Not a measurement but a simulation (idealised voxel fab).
process module | voxel ribs on slabs
This is section cut - it's 155 nm across, gridded in 5 nm square cells.
Cross-section layout: square cells on a grid; listed as bands, top to bottom; a band spans one or more cell rows.
Band: top height; bottom height; in nm. Then, left to right: material with width in nm, for each material. "all across": a single material spanning edge to edge. "air": empty space.
Heads up on the height convention: 0 is the point under which the incoming wafer is all one material, and the lowest band has no bottom, it just keeps going down, like "top 0, no bottom".
The notation "30 to 40" denotes a width that varies across the rows of cells in the band, beginning at the first number in the top row, finishing at the second number in the bottom row, and changing by an identical amount from each row to the next.
Reading "nothing altered" for a step: not a cell of the cross-section changed in it.
So "Cavities, sealed" is basically the list of trapped voids: any empty space of 8 cells or more that can't reach the top through an opening. They're written width x height at distance, the distance being from the left edge, and it's all nm.
Text after the settings on a step's line: the simulator's own remark on that step.
"overlay nm", when on a step's line for a step with a mask, measures how far to the right of its planned place the mask lay; a negative measure means to the left.
## These are the steps we planned for the process
1: RECEIVE: material Si
2: DIRECTIONAL_DEP: material SiO2, thk nm 30
3: DIRECTIONAL_DEP: material SiN, thk nm 25
4: PATTERN: tone cover, mask id RIB, material resist, width nm 20, thk nm 15, overlay nm 0
5: DIRECTIONAL_ETCH: etch materials SiN, depth nm 20
6: STRIP: etch materials resist
7: MASKED_ETCH: tone cover, mask id SLAB, width nm 50, etch materials SiN, depth nm 5, overlay nm 0
8: FILL_DEP: material SiO2, thk nm 20
9: CMP: height nm 70
10: DIRECTIONAL_DEP: material W, thk nm 10
11: DIRECTIONAL_DEP: material aC, thk nm 15
12: PATTERN: tone cover, mask id HEATER, material resist, width nm 30, thk nm 30, overlay nm 0
13: DIRECTIONAL_ETCH: etch materials aC, depth nm 15
14: STRIP: etch materials resist
15: DIRECTIONAL_ETCH: etch materials W, depth nm 10
16: STRIP: etch materials aC
17: CONFORMAL_DEP: material SiN, thk nm 5
## Cross-section of the wafer at receipt, which is the condition after step 1
> top 0, no bottom: Si all across
> Cavities, sealed: none
## Here's the wafer cut in cross-section after the module, started and planned just like above, except one thing was done wrong in the run
> top 80, bottom 70: air: 60 / W: 30 / air: 65
> top 70, bottom 55: SiO2 all across
> top 55, bottom 35: SiO2: 65 / SiN: 20 / SiO2: 70
> top 35, bottom 30: SiO2: 50 / SiN: 50 / SiO2: 55
> top 30, bottom 0: SiO2 all across
> top 0, no bottom: Si all across
> Cavities, sealed: none
Nonconformance to the process plan: step 17 of the plan was bypassed and not carried out
